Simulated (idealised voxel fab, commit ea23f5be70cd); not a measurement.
Process module name: voxel fin reveal
Square cells of 5 nm make up the cross-section cut, whose width is 265 nm.
Just so we're on the same page, the cross-sections are grids of square cells, and they're listed out in bands top to bottom, each band one or more rows deep.
Per band: top height and bottom height in nm, followed by the left-to-right materials and their widths in nm; "full width" marks a single material spanning edge to edge, "air" marks empty space.
All heights in this document are referenced to 0, defined as the level beneath which the wafer, as received, consists entirely of one material. The lowest band is not bounded below; it extends indefinitely downward and is written in the form "z 0 and below".
Quick explanation for "30 to 40": the width changes in equal steps down the rows of cells, from the first number in the band's top row to the second number in its bottom row.
Given "no modification" for a step, no cell of the cross-section differs between before and after that step.
This entry, "Voids, enclosed", enumerates those empty regions of no fewer than 8 cells that possess no open connection to the top. Each region is reported in the form width x height at distance, the distance being taken from the left edge, with all three quantities expressed in nm.
That trailing text on a step's line, after the settings, is the simulator's own remark on the step.
"overlay nm", when on a step's line for a step with a mask, measures how far to the right of its planned place the mask lay; a negative measure means to the left.
The following list gives the planned process steps:
step 1: RECEIVE [material Si]
step 2: CONFORMAL_DEP [material SiN] [thk nm 10]
step 3: DIRECTIONAL_DEP [material aC] [thk nm 15]
step 4: PATTERN [tone cover] [mask id FINS] [material resist] [width nm 15] [pitch nm 40] [thk nm 35] [overlay nm 0]
step 5: DIRECTIONAL_ETCH [etch materials aC] [depth nm 15]
step 6: STRIP [etch materials resist]
step 7: DIRECTIONAL_ETCH [etch materials SiN] [depth nm 10]
step 8: DIRECTIONAL_ETCH [etch materials Si] [depth nm 30]
step 9: STRIP [etch materials aC]
step 10: OXIDIZE [depth nm 5]
step 11: FILL_DEP [material SiO2] [thk nm 10]
step 12: CMP [height nm 10]
step 13: SELECTIVE_ETCH [etch materials SiO2] [depth nm 30]
step 14: STRIP [etch materials SiN]
step 15: CONFORMAL_DEP [material SiO2] [thk nm 5]
Incoming wafer in cross-section (state: after step 1):
- z 0 and below = Si full width
- Voids, enclosed: none
Cross-section: first of two wafers, module finished, run according to plan:
- z 5 to 0 = air 85 nm  SiO2 15 nm  air 25 nm  SiO2 15 nm  air 25 nm  SiO2 15 nm  air 85 nm
- z 0 to -15 = air 85 nm  SiO2 5 nm  Si 5 nm  SiO2 5 nm  air 25 nm  SiO2 5 nm  Si 5 nm  SiO2 5 nm  air 25 nm  SiO2 5 nm  Si 5 nm  SiO2 5 nm  air 85 nm
- z -15 to -35 = SiO2 90 nm  Si 5 nm  SiO2 35 nm  Si 5 nm  SiO2 35 nm  Si 5 nm  SiO2 90 nm
- z -35 and below = Si full width
- Voids, enclosed: none
Here is the second of the two wafers cut open at the end of the module - same start, same plan as the first one, but we made one mistake running it:
- z 5 to 0 = air 80 nm  SiO2 25 nm  air 15 nm  SiO2 25 nm  air 15 nm  SiO2 25 nm  air 80 nm
- z 0 to -25 = air 80 nm  SiO2 10 nm  Si 5 nm  SiO2 10 nm  air 15 nm  SiO2 10 nm  Si 5 nm  SiO2 10 nm  air 15 nm  SiO2 10 nm  Si 5 nm  SiO2 10 nm  air 80 nm
- z -25 to -35 = SiO2 90 nm  Si 5 nm  SiO2 35 nm  Si 5 nm  SiO2 35 nm  Si 5 nm  SiO2 90 nm
- z -35 and below = Si full width
- Voids, enclosed: none
Short version of what went wrong: step 11: run off-plan, actual operation and settings FILL_DEP [material SiN] [thk nm 10]
Counted in cells at the end, the second wafer holds more or fewer of these materials than the first: 52 fewer of SiO2
